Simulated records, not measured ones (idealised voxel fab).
The name of this process module is voxel double patterning.
cross-section cut | 170 nm wide | cells 5 nm
A cross-section is written here as square cells arranged in a grid, and it is given in bands from the top down, each band taking up one or more rows of cells.
The band entry comprises the height of the band's top followed by the height of its bottom, expressed in nm, and subsequently the band's materials from left to right, each stated together with its width in nm. Where a single material is marked with the word "full width", that material fills the band from edge to edge. The word "empty" represents empty space.
Below 0: as-received wafer, all one material; heights counted from there. Lowest band: no bottom, goes on down, written "z 0 and below".
The width entry "30->40" should be interpreted row by row: the top row of cells in the band takes the first number, the bottom row takes the second number, and the change between adjacent rows is uniform throughout.
It should be understood that the words "same as before", when stated for a given step, signify that the cross-section underwent no change in any of its cells during that step.
Entry "Voids, fully enclosed" = empty spaces >= 8 cells with no open way to the top; each as width x height at distance, distance from left edge, all nm.
Step line, after settings: the simulator's comment on this step.
overlay nm: right-of-plan distance of the mask on a masked step; negative values mean left-of-plan.

Set out below are the planned steps of the process
1 RECEIVE | material Si
2 CONFORMAL_DEP | material SiN | thk nm 10
3 DIRECTIONAL_DEP | material SiO2 | thk nm 15
4 DIRECTIONAL_DEP | material SiCN | thk nm 5
5 PATTERN | tone open | mask id FIRST | material resist | width nm 15 | pitch nm 50 | thk nm 15 | overlay nm 0
6 DIRECTIONAL_ETCH | etch materials SiCN | depth nm 5
7 STRIP | etch materials resist
8 DIRECTIONAL_DEP | material aC | thk nm 10
9 PATTERN | tone open | mask id SECOND | material resist | width nm 15 | thk nm 30 | overlay nm 0
10 DIRECTIONAL_ETCH | etch materials aC | depth nm 10
11 STRIP | etch materials resist
12 DIRECTIONAL_ETCH | etch materials SiCN | depth nm 5
13 STRIP | etch materials aC
14 DIRECTIONAL_ETCH | etch materials SiO2 | depth nm 15
15 STRIP | etch materials SiCN

First of two wafers: run as planned

as received, after step 1
  z 0 and below = Si full width
  Voids, fully enclosed: none

Once step 2 is through, the wafer looks like this in cross-section
  z 10 to 0 = SiN full width
  Under the height 0 nothing was changed.

Once step 3 is through, the wafer looks like this in cross-section
  z 25 to 10 = SiO2 full width
  Under the height 10 nothing was changed.

Once step 4 is through, the wafer looks like this in cross-section
  z 30 to 25 = SiCN full width
  Under the height 25 nothing was changed.

Once step 5 is through, the wafer looks like this in cross-section
  z 45 to 30 = resist 50  empty 15  resist 35  empty 15  resist 55
  Under the height 30 nothing was changed.

Once step 6 is through, the wafer looks like this in cross-section
  z 45 to 30 = resist 50  empty 15  resist 35  empty 15  resist 55
  z 30 to 25 = SiCN 50  empty 15  SiCN 35  empty 15  SiCN 55
  Under the height 25 nothing was changed.

Once step 7 is through, the wafer looks like this in cross-section
  z 30 to 25 = SiCN 50  empty 15  SiCN 35  empty 15  SiCN 55
  Under the height 25 nothing was changed.

Once step 8 is through, the wafer looks like this in cross-section
  z 40 to 35 = aC 50  empty 15  aC 35  empty 15  aC 55
  z 35 to 30 = aC full width
  z 30 to 25 = SiCN 50  aC 15  SiCN 35  aC 15  SiCN 55
  Under the height 25 nothing was changed.

Once step 9 is through, the wafer looks like this in cross-section
  z 70 to 40 = resist 75  empty 15  resist 80
  z 40 to 35 = aC 50  resist 15  aC 35  resist 15  aC 55
  Under the height 35 nothing was changed.

Once step 10 is through, the wafer looks like this in cross-section
  z 60 to 40 = resist 75  empty 15  resist 80
  z 40 to 35 = aC 50  resist 15  aC 10  empty 15  aC 10  resist 15  aC 55
  z 35 to 30 = aC 75  empty 15  aC 80
  Under the height 30 nothing was changed.

Once step 11 is through, the wafer looks like this in cross-section
  z 40 to 35 = aC 50  empty 15  aC 10  empty 15  aC 10  empty 15  aC 55
  Under the height 35 nothing was changed.

Once step 12 is through, the wafer looks like this in cross-section
  z 40 to 35 = aC 50  empty 15  aC 10  empty 15  aC 10  empty 15  aC 55
  z 35 to 30 = aC 75  empty 15  aC 80
  z 30 to 25 = SiCN 50  aC 15  SiCN 10  empty 15  SiCN 10  aC 15  SiCN 55
  Under the height 25 nothing was changed.

Once step 13 is through, the wafer looks like this in cross-section
  z 30 to 25 = SiCN 50  empty 15  SiCN 10  empty 15  SiCN 10  empty 15  SiCN 55
  Under the height 25 nothing was changed.

Once step 14 is through, the wafer looks like this in cross-section
  z 30 to 25 = SiCN 50  empty 15  SiCN 10  empty 15  SiCN 10  empty 15  SiCN 55
  z 25 to 10 = SiO2 50  empty 15  SiO2 10  empty 15  SiO2 10  empty 15  SiO2 55
  Under the height 10 nothing was changed.

Once step 15 is through, the wafer looks like this in cross-section
  z 25 to 10 = SiO2 50  empty 15  SiO2 10  empty 15  SiO2 10  empty 15  SiO2 55
  Under the height 10 nothing was changed.

Second wafer: same start and same plan as the first, one execution error; identical to the first through step 4

Second wafer profile in section, at the moment step 5 of the plan was meant to be complete
  z 45 to 30 = resist 60  empty 15  resist 35  empty 15  resist 45
  Under the height 30 nothing was changed.

Second wafer profile in section, at the moment step 6 of the plan was meant to be complete
  z 45 to 30 = resist 60  empty 15  resist 35  empty 15  resist 45
  z 30 to 25 = SiCN 60  empty 15  SiCN 35  empty 15  SiCN 45
  Under the height 25 nothing was changed.

Second wafer profile in section, at the moment step 7 of the plan was meant to be complete
  z 30 to 25 = SiCN 60  empty 15  SiCN 35  empty 15  SiCN 45
  Under the height 25 nothing was changed.

Second wafer profile in section, at the moment step 8 of the plan was meant to be complete
  z 40 to 35 = aC 60  empty 15  aC 35  empty 15  aC 45
  z 35 to 30 = aC full width
  z 30 to 25 = SiCN 60  aC 15  SiCN 35  aC 15  SiCN 45
  Under the height 25 nothing was changed.

Second wafer profile in section, at the moment step 9 of the plan was meant to be complete
  z 70 to 40 = resist 75  empty 15  resist 80
  z 40 to 35 = aC 60  resist 15  aC 35  resist 15  aC 45
  Under the height 35 nothing was changed.

Second wafer profile in section, at the moment step 10 of the plan was meant to be complete
  z 60 to 40 = resist 75  empty 15  resist 80
  z 40 to 35 = aC 60  resist 15  empty 15  aC 20  resist 15  aC 45
  z 35 to 30 = aC 75  empty 15  aC 80
  Under the height 30 nothing was changed.

Second wafer profile in section, at the moment step 11 of the plan was meant to be complete
  z 40 to 35 = aC 60  empty 30  aC 20  empty 15  aC 45
  Under the height 35 nothing was changed.

Second wafer profile in section, at the moment step 12 of the plan was meant to be complete
  z 40 to 35 = aC 60  empty 30  aC 20  empty 15  aC 45
  z 35 to 30 = aC 75  empty 15  aC 80
  z 30 to 25 = SiCN 60  aC 15  empty 15  SiCN 20  aC 15  SiCN 45
  Under the height 25 nothing was changed.

Second wafer profile in section, at the moment step 13 of the plan was meant to be complete
  z 30 to 25 = SiCN 60  empty 30  SiCN 20  empty 15  SiCN 45
  Under the height 25 nothing was changed.

Second wafer profile in section, at the moment step 14 of the plan was meant to be complete
  z 30 to 25 = SiCN 60  empty 30  SiCN 20  empty 15  SiCN 45
  z 25 to 10 = SiO2 60  empty 30  SiO2 20  empty 15  SiO2 45
  Under the height 10 nothing was changed.

Second wafer profile in section, at the moment step 15 of the plan was meant to be complete
  z 25 to 10 = SiO2 60  empty 30  SiO2 20  empty 15  SiO2 45
  Under the height 10 nothing was changed.
Deviation noted in wafer processing: it should be noted that step 5 was executed with settings other than those planned, the operation and settings actually applied being PATTERN | tone open | mask id FIRST | material resist | width nm 15 | pitch nm 50 | thk nm 15 | overlay nm 10
Comparing end states, the material composition by cell count is preserved from the first wafer to the second, while the locations of the cells are not.
